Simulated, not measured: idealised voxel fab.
The following process module bears the name voxel wiring stack.
Cross-sectional view cut (width: 230 nm; square cell size: 5 nm).
Cross-section = grid of square cells, listed top down in bands; band = one or more rows.
Look at the band entry: it leads with the top's height and the bottom's height in nm. Then it lists the materials left to right, with a width in nm for each. The word "all across" on a single material says that material fills the band edge to edge. The word "air" is empty space.
Note: height 0 marks the level under which the wafer is uniformly one material as received. Lowest band unbounded below, written "0 -> down".
Note: "30->40" means the width goes from the first number (top row of the band) to the second number (bottom row) in equal steps per row of cells.
What does "left unchanged" mean for a step? It means no cell of the cross-section changed in that step.
Under "Enclosed void entries" you'll find the enclosed gaps, the ones with no way out to the top, that are 8 cells or bigger; each reads width x height at distance, with distance counted from the left edge, everything in nm.
On a step's line, text after the settings is the simulator commenting on that step.
On any step carrying a mask, the "overlay nm" setting, if present on the step's line, tells how far right of its planned place the mask lay; negative values point to the left.

**Here's what the planned process steps look like**
- 1: RECEIVE | material Si
- 2: CONFORMAL_DEP | material SiO2 | thk nm 15
- 3: CONFORMAL_DEP | material SiCN | thk nm 5
- 4: DIRECTIONAL_DEP | material SiO2 | thk nm 25
- 5: DIRECTIONAL_DEP | material aC | thk nm 10
- 6: PATTERN | tone open | mask id METAL_1 | material resist | width nm 25 | pitch nm 50 | thk nm 25 | overlay nm -10
- 7: DIRECTIONAL_ETCH | etch materials aC | depth nm 10
- 8: STRIP | etch materials resist
- 9: DIRECTIONAL_ETCH | etch materials SiO2 | depth nm 25
- 10: DIRECTIONAL_ETCH | etch materials SiCN | depth nm 5
- 11: STRIP | etch materials aC
- 12: CONFORMAL_DEP | material TiN | thk nm 5
- 13: FILL_DEP | material W | thk nm 5
- 14: CMP | height nm 45
- 15: CONFORMAL_DEP | material SiCN | thk nm 5
- 16: DIRECTIONAL_DEP | material lowk | thk nm 15
- 17: DIRECTIONAL_DEP | material aC | thk nm 15
- 18: PATTERN | tone open | mask id PLUG_1 | material resist | width nm 15 | pitch nm 100 | thk nm 35 | overlay nm 0
- 19: DIRECTIONAL_ETCH | etch materials aC | depth nm 15
- 20: STRIP | etch materials resist
- 21: DIRECTIONAL_ETCH | etch materials lowk | depth nm 15
- 22: DIRECTIONAL_ETCH | etch materials SiCN | depth nm 5
- 23: STRIP | etch materials aC
- 24: EPI | material Ru | thk nm 10
- 25: EPI | material Ru | thk nm 10
- 26: CONFORMAL_DEP | material SiN | thk nm 5
- 27: DIRECTIONAL_DEP | material SiO2 | thk nm 20
- 28: MASKED_ETCH | tone open | mask id METAL_2 | width nm 25 | pitch nm 50 | etch materials SiO2 | depth nm 20 | overlay nm 0
- 29: MASKED_ETCH | tone open | mask id METAL_2 | width nm 25 | pitch nm 50 | etch materials SiN | depth nm 5 | overlay nm 0
- 30: CONFORMAL_DEP | material TiN | thk nm 5
- 31: FILL_DEP | material Cu | thk nm 10
- 32: CMP | height nm 90
- 33: CONFORMAL_DEP | material SiCN | thk nm 5
- 34: DIRECTIONAL_DEP | material SiO2 | thk nm 10
- 35: DIRECTIONAL_DEP | material aC | thk nm 15
- 36: PATTERN | tone open | mask id PLUG_2 | material resist | width nm 15 | pitch nm 100 | thk nm 30 | overlay nm 0
- 37: DIRECTIONAL_ETCH | etch materials aC | depth nm 15
- 38: STRIP | etch materials resist
- 39: DIRECTIONAL_ETCH | etch materials SiO2 | depth nm 10
- 40: DIRECTIONAL_ETCH | etch materials SiCN | depth nm 5
- 41: STRIP | etch materials aC
- 42: CONFORMAL_DEP | material TiN | thk nm 5
- 43: FILL_DEP | material Ru | thk nm 5
- 44: CMP | height nm 105
- 45: DIRECTIONAL_DEP | material TiN | thk nm 5
- 46: DIRECTIONAL_DEP | material Ru | thk nm 25
- 47: DIRECTIONAL_DEP | material aC | thk nm 10
- 48: PATTERN | tone cover | mask id METAL_3 | material resist | width nm 25 | pitch nm 50 | thk nm 30 | overlay nm 0
- 49: DIRECTIONAL_ETCH | etch materials aC | depth nm 10
- 50: STRIP | etch materials resist
- 51: DIRECTIONAL_ETCH | etch materials Ru | depth nm 25
- 52: DIRECTIONAL_ETCH | etch materials TiN | depth nm 5
- 53: STRIP | etch materials aC
- 54: CONFORMAL_DEP | material SiCN | thk nm 5
- 55: FILL_DEP | material SiO2 | thk nm 10
- 56: CMP | height nm 135
- 57: CONFORMAL_DEP | material SiCN | thk nm 5
- 58: DIRECTIONAL_DEP | material lowk | thk nm 10
- 59: PATTERN | tone open | mask id PLUG_3 | material resist | width nm 15 | pitch nm 100 | thk nm 20 | overlay nm 0
- 60: DIRECTIONAL_ETCH | etch materials lowk | depth nm 10
- 61: DIRECTIONAL_ETCH | etch materials SiCN | depth nm 5
- 62: STRIP | etch materials resist
- 63: CONFORMAL_DEP | material TiN | thk nm 5
- 64: FILL_DEP | material Ru | thk nm 5
- 65: CMP | height nm 150
- 66: DIRECTIONAL_DEP | material TiN | thk nm 5
- 67: DIRECTIONAL_DEP | material W | thk nm 20
- 68: PATTERN | tone cover | mask id METAL_4 | material resist | width nm 25 | pitch nm 50 | thk nm 20 | overlay nm 0
- 69: DIRECTIONAL_ETCH | etch materials W | depth nm 20
- 70: DIRECTIONAL_ETCH | etch materials TiN | depth nm 5
- 71: STRIP | etch materials resist
- 72: FILL_DEP | material SiO2 | thk nm 5
- 73: CMP | height nm 175
- 74: CONFORMAL_DEP | material SiN | thk nm 5
Same starting wafers, different overlay nm at step 6. Plan value belongs to the first wafer.

**Cross-section of the first of several wafers on receipt, reflecting completion of step 1**
> 0 -> down  Si all across
> Enclosed void entries: none

**wafer rows; end of module; cells per material since receipt: (+) gained, (-) lost; then closed voids**
overlay nm -10 | +48 Cu | +132 Ru | +212 SiCN | +72 SiN | +672 SiO2 | +180 TiN | +140 W | +200 lowk | Enclosed void entries: none
overlay nm -5 | +48 Cu | +132 Ru | +212 SiCN | +72 SiN | +672 SiO2 | +180 TiN | +140 W | +200 lowk | Enclosed void entries: none
overlay nm 0 | +48 Cu | +132 Ru | +212 SiCN | +72 SiN | +672 SiO2 | +180 TiN | +140 W | +200 lowk | Enclosed void entries: none
overlay nm 5 | +48 Cu | +132 Ru | +212 SiCN | +72 SiN | +672 SiO2 | +180 TiN | +140 W | +200 lowk | Enclosed void entries: none
overlay nm 10 | +48 Cu | +132 Ru | +212 SiCN | +72 SiN | +672 SiO2 | +180 TiN | +140 W | +200 lowk | Enclosed void entries: none
overlay nm 15 | +48 Cu | +108 Ru | +212 SiCN | +88 SiN | +672 SiO2 | +188 TiN | +140 W | +200 lowk | Enclosed void entries: none
